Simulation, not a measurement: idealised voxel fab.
Process module heading - voxel capacitor over wiring
The cross-section shown here is cut; it is 160 nm wide and divided into square cells measuring 5 nm on a side.
Think of the cross-section as a grid of square cells. We describe it in bands, top to bottom, and each band covers one or more rows of those cells.
The entry gives the band's vertical extent as a top height and a bottom height in nm, then its horizontal make-up as materials from left to right, each with a width in nm. "empty" stands for empty space; a single material marked "everywhere" fills the band edge to edge.
Zero point of the height axis is 0; under it, received wafer = one material. Lowest band: continues down indefinitely, "top 0, no bottom".
Graded width ("30..40"): value in top row of band = first number; value in bottom row = second number; row-to-row change constant.
You'll sometimes find "left unchanged" written for a step, and that's the way of saying that nowhere in the cross-section did a cell change during that step.
Each empty space that has no open way to the top and spans at least 8 cells appears under "Sealed-off cavities" as width x height at distance, the distance counted from the left edge, all in nm.
If you see something after the settings on a step's line, that's the simulator's own remark about that step.
overlay nm: on a step with a mask, how far right of its planned place the mask lay; negative means left.

[plan]
1: RECEIVE,material Si
2: CONFORMAL_DEP,material SiO2,thk nm 15
3: CONFORMAL_DEP,material SiN,thk nm 5
4: DIRECTIONAL_DEP,material lowk,thk nm 20
5: DIRECTIONAL_DEP,material aC,thk nm 10
6: PATTERN,tone open,mask id METAL_1,material resist,width nm 30,pitch nm 95,thk nm 30,overlay nm 0
7: DIRECTIONAL_ETCH,etch materials aC,depth nm 10
8: STRIP,etch materials resist
9: DIRECTIONAL_ETCH,etch materials lowk,depth nm 20
10: DIRECTIONAL_ETCH,etch materials SiN,depth nm 5
11: STRIP,etch materials aC
12: CONFORMAL_DEP,material TiN,thk nm 5
13: FILL_DEP,material W,thk nm 10
14: CMP,height nm 40
15: CONFORMAL_DEP,material SiCN,thk nm 5
16: DIRECTIONAL_DEP,material SiO2,thk nm 10
17: DIRECTIONAL_DEP,material aC,thk nm 15
18: PATTERN,tone open,mask id PLUG_1,material resist,width nm 15,thk nm 35,overlay nm 0
19: DIRECTIONAL_ETCH,etch materials aC,depth nm 15
20: STRIP,etch materials resist
21: DIRECTIONAL_ETCH,etch materials SiO2,depth nm 10
22: DIRECTIONAL_ETCH,etch materials SiCN,depth nm 5
23: STRIP,etch materials aC
24: CONFORMAL_DEP,material TiN,thk nm 5
25: FILL_DEP,material W,thk nm 5
26: CMP,height nm 55
27: DIRECTIONAL_DEP,material TiN,thk nm 5
28: DIRECTIONAL_DEP,material HfO2,thk nm 5
29: DIRECTIONAL_DEP,material TiN,thk nm 10
30: PATTERN,tone cover,mask id UPPER_PLATE,material resist,width nm 70,thk nm 15,overlay nm 0
31: DIRECTIONAL_ETCH,etch materials TiN,depth nm 10
32: DIRECTIONAL_ETCH,etch materials HfO2,depth nm 5
33: STRIP,etch materials resist
34: DIRECTIONAL_DEP,material aC,thk nm 10
35: PATTERN,tone cover,mask id LOWER_PLATE,material resist,width nm 80,thk nm 30,overlay nm 0
36: DIRECTIONAL_ETCH,etch materials aC,depth nm 10
37: STRIP,etch materials resist
38: DIRECTIONAL_ETCH,etch materials TiN,depth nm 5
39: STRIP,etch materials aC
40: FILL_DEP,material SiO2,thk nm 15
41: CMP,height nm 85
42: DIRECTIONAL_DEP,material aC,thk nm 15
43: PATTERN,tone open,mask id PLUG_2,material resist,width nm 15,thk nm 35,overlay nm 0
44: DIRECTIONAL_ETCH,etch materials aC,depth nm 15
45: STRIP,etch materials resist
46: DIRECTIONAL_ETCH,etch materials SiO2,depth nm 10
47: STRIP,etch materials aC
48: CONFORMAL_DEP,material TiN,thk nm 5
49: FILL_DEP,material Cu,thk nm 10
50: CMP,height nm 85
51: CONFORMAL_DEP,material SiCN,thk nm 5
What sets these wafers apart? The width nm at step 18. They all start alike, and the plan carries the first wafer's value.

[Cross-section, first of several wafers, as delivered after step 1]
	top 0, no bottom | Si everywhere
	Sealed-off cavities: none

[first wafer at the end, after step 51]
	top 90, bottom 85 | SiCN everywhere
	top 85, bottom 80 | 40 nm SiO2, 5 nm TiN, 5 nm Cu, 5 nm TiN, 105 nm SiO2
	top 80, bottom 75 | 40 nm SiO2, 15 nm TiN, 105 nm SiO2
	top 75, bottom 65 | 30 nm SiO2, 70 nm TiN, 60 nm SiO2
	top 65, bottom 60 | 30 nm SiO2, 70 nm HfO2, 60 nm SiO2
	top 60, bottom 55 | 25 nm SiO2, 80 nm TiN, 55 nm SiO2
	top 55, bottom 45 | 30 nm SiO2, 5 nm TiN, 5 nm W, 5 nm TiN, 115 nm SiO2
	top 45, bottom 40 | 30 nm SiCN, 15 nm TiN, 115 nm SiCN
	top 40, bottom 20 | 15 nm lowk, 5 nm TiN, 20 nm W, 5 nm TiN, 65 nm lowk, 5 nm TiN, 20 nm W, 5 nm TiN, 20 nm lowk
	top 20, bottom 15 | 15 nm SiN, 30 nm TiN, 65 nm SiN, 30 nm TiN, 20 nm SiN
	top 15, bottom 0 | SiO2 everywhere
	top 0, no bottom | Si everywhere
	Sealed-off cavities: none

[Last wafer, end of module, cross-section]
	top 90, bottom 85 | SiCN everywhere
	top 85, bottom 80 | 40 nm SiO2, 5 nm TiN, 5 nm Cu, 5 nm TiN, 105 nm SiO2
	top 80, bottom 75 | 40 nm SiO2, 15 nm TiN, 105 nm SiO2
	top 75, bottom 65 | 30 nm SiO2, 70 nm TiN, 60 nm SiO2
	top 65, bottom 60 | 30 nm SiO2, 70 nm HfO2, 60 nm SiO2
	top 60, bottom 55 | 25 nm SiO2, 80 nm TiN, 55 nm SiO2
	top 55, bottom 45 | 25 nm SiO2, 5 nm TiN, 20 nm W, 5 nm TiN, 105 nm SiO2
	top 45, bottom 40 | 25 nm SiCN, 30 nm TiN, 105 nm SiCN
	top 40, bottom 20 | 15 nm lowk, 5 nm TiN, 20 nm W, 5 nm TiN, 65 nm lowk, 5 nm TiN, 20 nm W, 5 nm TiN, 20 nm lowk
	top 20, bottom 15 | 15 nm SiN, 30 nm TiN, 65 nm SiN, 30 nm TiN, 20 nm SiN
	top 15, bottom 0 | SiO2 everywhere
	top 0, no bottom | Si everywhere
	Sealed-off cavities: none

[The rows of the table below are wafers. Looking at the end of the module, a row counts, for every material, the cells the wafer has gained, shown as (+), or lost, shown as (-), since it was received; its closed voids come next]
width nm 15, +1 Cu, +14 HfO2, +61 SiCN, +20 SiN, +282 SiO2, +84 TiN, +34 W, +80 lowk, Sealed-off cavities: none
width nm 20, +1 Cu, +14 HfO2, +60 SiCN, +20 SiN, +280 SiO2, +85 TiN, +36 W, +80 lowk, Sealed-off cavities: none
width nm 25, +1 Cu, +14 HfO2, +59 SiCN, +20 SiN, +278 SiO2, +86 TiN, +38 W, +80 lowk, Sealed-off cavities: none
width nm 30, +1 Cu, +14 HfO2, +58 SiCN, +20 SiN, +276 SiO2, +87 TiN, +40 W, +80 lowk, Sealed-off cavities: none
